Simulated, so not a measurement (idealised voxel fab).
process module | voxel self aligned vias
cross-section cut | 285 nm wide | cells 5 nm
A cross-section is a grid of square cells, given in bands from the top down. A band is one or more rows of cells.
Each band's line starts with the height of the band's top and of its bottom, in nm. Then come its materials from left to right, each with its width in nm. One material with "throughout" fills the band from edge to edge. "air" is empty space.
Height 0 is the level under which the wafer as received is all one material. The lowest band goes on downwards, as in "0 down".
A width such as "30 to 40" changes by the same amount from each row of cells to the next, from the band's top row to its bottom row.
"no change" after a step means that no cell of the cross-section changed.
closed voids: empty space of 8 cells or more with no open way to the top, each as width x height at its distance from the left edge, in nm
after a step's settings: what the simulator itself notes on the step
overlay nm, on a step with a mask: how far to the right of its planned place the mask lay; to the left if negative
plan
1 op RECEIVE | material Si
2 op CONFORMAL_DEP | material SiO2 | thk nm 10
3 op CONFORMAL_DEP | material SiCN | thk nm 5
4 op DIRECTIONAL_DEP | material lowk | thk nm 30
5 op MASKED_ETCH | tone open | mask id LINES | width nm 30 | pitch nm 75 | etch materials lowk | depth nm 30 | overlay nm 0
6 op CONFORMAL_DEP | material TiN | thk nm 5
7 op FILL_DEP | material Ru | thk nm 5
8 op CMP | height nm 45
9 op SELECTIVE_ETCH | etch materials W Ru TiN | depth nm 5
10 op FILL_DEP | material SiN | thk nm 5
11 op CMP | height nm 45
12 op DIRECTIONAL_DEP | material lowk | thk nm 20
13 op MASKED_ETCH | tone open | mask id VIAS | width nm 50 | pitch nm 75 | etch materials lowk | depth nm 20 | overlay nm 0
14 op MASKED_ETCH | tone open | mask id VIAS | width nm 50 | pitch nm 75 | etch materials SiN | depth nm 5 | overlay nm 0
15 op CONFORMAL_DEP | material TiN | thk nm 5
16 op FILL_DEP | material Cu | thk nm 5
17 op CMP | height nm 65
18 op CONFORMAL_DEP | material SiCN | thk nm 5
as received, after step 1
  0 down: Si throughout
  closed voids: none
first wafer at the end, as planned
  70 to 65: SiCN throughout
  65 to 50: lowk 80 | TiN 5 | Cu 40 | TiN 5 | lowk 25 | TiN 5 | Cu 40 | TiN 5 | lowk 80
  50 to 45: lowk 80 | TiN 15 | Cu 20 | TiN 15 | lowk 25 | TiN 15 | Cu 20 | TiN 15 | lowk 80
  45 to 40: lowk 90 | TiN 30 | lowk 45 | TiN 30 | lowk 90
  40 to 20: lowk 90 | TiN 5 | Ru 20 | TiN 5 | lowk 45 | TiN 5 | Ru 20 | TiN 5 | lowk 90
  20 to 15: lowk 90 | TiN 30 | lowk 45 | TiN 30 | lowk 90
  15 to 10: SiCN throughout
  10 to 0: SiO2 throughout
  0 down: Si throughout
  closed voids: none
second wafer at the end: like start, like plan, one mistake
  70 to 65: SiCN throughout
  65 to 45: lowk 80 | TiN 10 | lowk 30 | TiN 10 | lowk 25 | TiN 10 | lowk 30 | TiN 10 | lowk 80
  45 to 40: lowk 90 | SiN 30 | lowk 45 | SiN 30 | lowk 90
  40 to 20: lowk 90 | TiN 5 | Ru 20 | TiN 5 | lowk 45 | TiN 5 | Ru 20 | TiN 5 | lowk 90
  20 to 15: lowk 90 | TiN 30 | lowk 45 | TiN 30 | lowk 90
  15 to 10: SiCN throughout
  10 to 0: SiO2 throughout
  0 down: Si throughout
  closed voids: none
what went wrong: steps 12 and 13 were swapped
at the end the second wafer has, in cells: 56 fewer of Cu | 12 more of SiN | 4 fewer of TiN | 48 more of lowk
